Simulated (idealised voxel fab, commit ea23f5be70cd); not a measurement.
Process module heading - voxel capacitor over wiring
Square cells of 5 nm make up the cross-section cut, whose width is 250 nm.
Cross-section = grid of square cells, listed top down in bands; band = one or more rows.
Quick guide to a band line: top height, bottom height (nm) up front; then every material left to right with its width in nm. Only one material and it's marked "throughout"? Then it fills the band edge to edge. And "blank" just means empty space.
We count height from 0. Below that, the starting wafer is all one material. The lowest band never ends at the bottom but goes on down; see "top 0, no bottom" for how that is written.
Width: "30->40" (first number = top row, second number = bottom row, same change from row to row of cells).
A step reported as "remained unchanged" is a step in which no cell of the cross-section changed.
You'll see "Enclosed void entries" listing empty spaces that have no way open to the top, as long as they're 8 cells or more; the notation is width x height at distance, where the distance is from the left edge, and all of it is in nm.
If you see something after the settings on a step's line, that's the simulator's own remark about that step.
Each step line may optionally specify "overlay nm", which for a step with a mask gives the rightward distance between the mask's planned place and where it lay, a negative value indicating the leftward direction.

Steps planned for the process:
1,RECEIVE, material Si
2,CONFORMAL_DEP, material SiO2, thk nm 15
3,DIRECTIONAL_DEP, material TiN, thk nm 5
4,DIRECTIONAL_DEP, material W, thk nm 20
5,PATTERN, tone cover, mask id METAL_1, material resist, width nm 30, pitch nm 100, thk nm 15, overlay nm 0
6,DIRECTIONAL_ETCH, etch materials W, depth nm 20
7,DIRECTIONAL_ETCH, etch materials TiN, depth nm 5
8,STRIP, etch materials resist
9,FILL_DEP, material SiO2, thk nm 5
10,CMP, height nm 40
11,CONFORMAL_DEP, material SiCN, thk nm 5
12,DIRECTIONAL_DEP, material SiO2, thk nm 20
13,PATTERN, tone open, mask id PLUG_1, material resist, width nm 15, thk nm 15, overlay nm 0
14,DIRECTIONAL_ETCH, etch materials SiO2, depth nm 20
15,DIRECTIONAL_ETCH, etch materials SiCN, depth nm 5
16,STRIP, etch materials resist
17,EPI, material Ru, thk nm 10
18,EPI, material Ru, thk nm 10
19,EPI, material Ru, thk nm 5
20,DIRECTIONAL_DEP, material TiN, thk nm 10
21,DIRECTIONAL_DEP, material HfO2, thk nm 5
22,DIRECTIONAL_DEP, material TiN, thk nm 10
23,DIRECTIONAL_DEP, material aC, thk nm 15
24,PATTERN, tone cover, mask id UPPER_PLATE, material resist, width nm 75, thk nm 35, overlay nm 0
25,DIRECTIONAL_ETCH, etch materials aC, depth nm 15
26,STRIP, etch materials resist
27,DIRECTIONAL_ETCH, etch materials TiN, depth nm 10
28,DIRECTIONAL_ETCH, etch materials HfO2, depth nm 5
29,STRIP, etch materials aC
30,DIRECTIONAL_DEP, material aC, thk nm 15
31,PATTERN, tone cover, mask id LOWER_PLATE, material resist, width nm 85, thk nm 35, overlay nm 0
32,DIRECTIONAL_ETCH, etch materials aC, depth nm 15
33,STRIP, etch materials resist
34,DIRECTIONAL_ETCH, etch materials TiN, depth nm 10
35,STRIP, etch materials aC
36,FILL_DEP, material SiO2, thk nm 15
37,CMP, height nm 100
38,DIRECTIONAL_DEP, material aC, thk nm 15
39,PATTERN, tone open, mask id PLUG_2, material resist, width nm 15, thk nm 30, overlay nm 0
40,DIRECTIONAL_ETCH, etch materials aC, depth nm 15
41,STRIP, etch materials resist
42,DIRECTIONAL_ETCH, etch materials SiO2, depth nm 10
43,STRIP, etch materials aC
44,CONFORMAL_DEP, material TiN, thk nm 5
45,FILL_DEP, material W, thk nm 5
46,CMP, height nm 100
47,CONFORMAL_DEP, material SiCN, thk nm 5
Don't read the plan's width nm for step 13 as applying to every wafer: that's the first wafer's value, and the wafers differ in it, though they all start identical.

Cross-section, first of several wafers, as delivered after step 1:
	top 0, no bottom: Si throughout
	Enclosed void entries: none

The rows of the table below are wafers. Looking at the end of the module, a row counts, for every material, the cells the wafer has gained, shown as (+), or lost, shown as (-), since it was received; its closed voids come next:
width nm 15 | +15 HfO2 | +15 Ru | +97 SiCN | +793 SiO2 | +81 TiN | +49 W | Enclosed void entries: none
width nm 20 | +15 HfO2 | +20 Ru | +96 SiCN | +789 SiO2 | +81 TiN | +49 W | Enclosed void entries: none
width nm 25 | +15 HfO2 | +25 Ru | +95 SiCN | +785 SiO2 | +81 TiN | +49 W | Enclosed void entries: none
width nm 30 | +15 HfO2 | +30 Ru | +94 SiCN | +781 SiO2 | +81 TiN | +49 W | Enclosed void entries: none
